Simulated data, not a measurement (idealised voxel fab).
Proc. module: voxel self aligned vias
In the cross-section labelled cut, the width is 220 nm and each square cell is 5 nm.
Heads up, the way a cross-section reads in here is a grid of square cells, handed over as bands from the top down, with every band being one or more rows of cells.
Per band: top height and bottom height in nm, followed by the left-to-right materials and their widths in nm; "edge to edge" marks a single material spanning edge to edge, "blank" marks empty space.
All heights in this document are referenced to 0, defined as the level beneath which the wafer, as received, consists entirely of one material. The lowest band is not bounded below; it extends indefinitely downward and is written in the form "0 down".
Think of "30..40" as a width that walks from the first number to the second as you go down the band, top row to bottom row, taking equal-sized steps from row to row.
For the purposes of this document, the phrase "same as before" attached to a step denotes that no cell within the cross-section was modified by that step.
If an empty space has no open way to the top and is at least 8 cells in size, "Fully closed voids" lists it, written width x height at distance, where distance is measured from the left edge and every value is in nm.
Anything after a step's settings on that line? It's the simulator's own note about the step.
What "overlay nm" on a step's line means: if the step has a mask, that mask lay this far to the right of its planned place, or, when the value is negative, to the left.

The following list gives the planned process steps
1: RECEIVE with material Si
2: CONFORMAL_DEP with material SiO2, thk nm 10
3: CONFORMAL_DEP with material SiCN, thk nm 5
4: DIRECTIONAL_DEP with material lowk, thk nm 25
5: PATTERN with tone open, mask id LINES, material resist, width nm 20, pitch nm 55, thk nm 15, overlay nm 0
6: DIRECTIONAL_ETCH with etch materials lowk, depth nm 25
7: STRIP with etch materials resist
8: CONFORMAL_DEP with material TiN, thk nm 5
9: FILL_DEP with material Ru, thk nm 5
10: CMP with height nm 40
11: SELECTIVE_ETCH with etch materials W Ru TiN, depth nm 10
12: FILL_DEP with material SiN, thk nm 10
13: CMP with height nm 40
14: DIRECTIONAL_DEP with material lowk, thk nm 20
15: MASKED_ETCH with tone open, mask id VIAS, width nm 40, etch materials lowk, depth nm 20, overlay nm 0
16: MASKED_ETCH with tone open, mask id VIAS, width nm 40, etch materials SiN, depth nm 10, overlay nm 0
17: CONFORMAL_DEP with material TiN, thk nm 5
18: FILL_DEP with material W, thk nm 10
19: CMP with height nm 60
20: CONFORMAL_DEP with material SiCN, thk nm 5

Here's what the wafer looked like in cross-section when it arrived - that's after step 1
* 0 down  Si edge to edge
* Fully closed voids: none

What the wafer looks like in cross-section after this module, when it starts as shown above and follows the plan above but one mistake is made in running it
* 65 to 60  SiCN edge to edge
* 60 to 40  lowk (60)  TiN (5)  W (30)  TiN (5)  lowk (120)
* 40 to 35  SiN (60)  TiN (5)  W (30)  TiN (5)  SiN (120)
* 35 to 30  SiN (60)  TiN (40)  SiN (120)
* 30 to 10  lowk (70)  TiN (5)  Ru (10)  TiN (5)  lowk (35)  TiN (5)  Ru (10)  TiN (5)  lowk (75)
* 10 to 5  lowk (70)  TiN (20)  lowk (35)  TiN (20)  lowk (75)
* 5 to 0  SiCN edge to edge
* 0 down  Si edge to edge
* Fully closed voids: none
Where did the run depart from the plan? yeah, step 2 of the plan got skipped, never ran
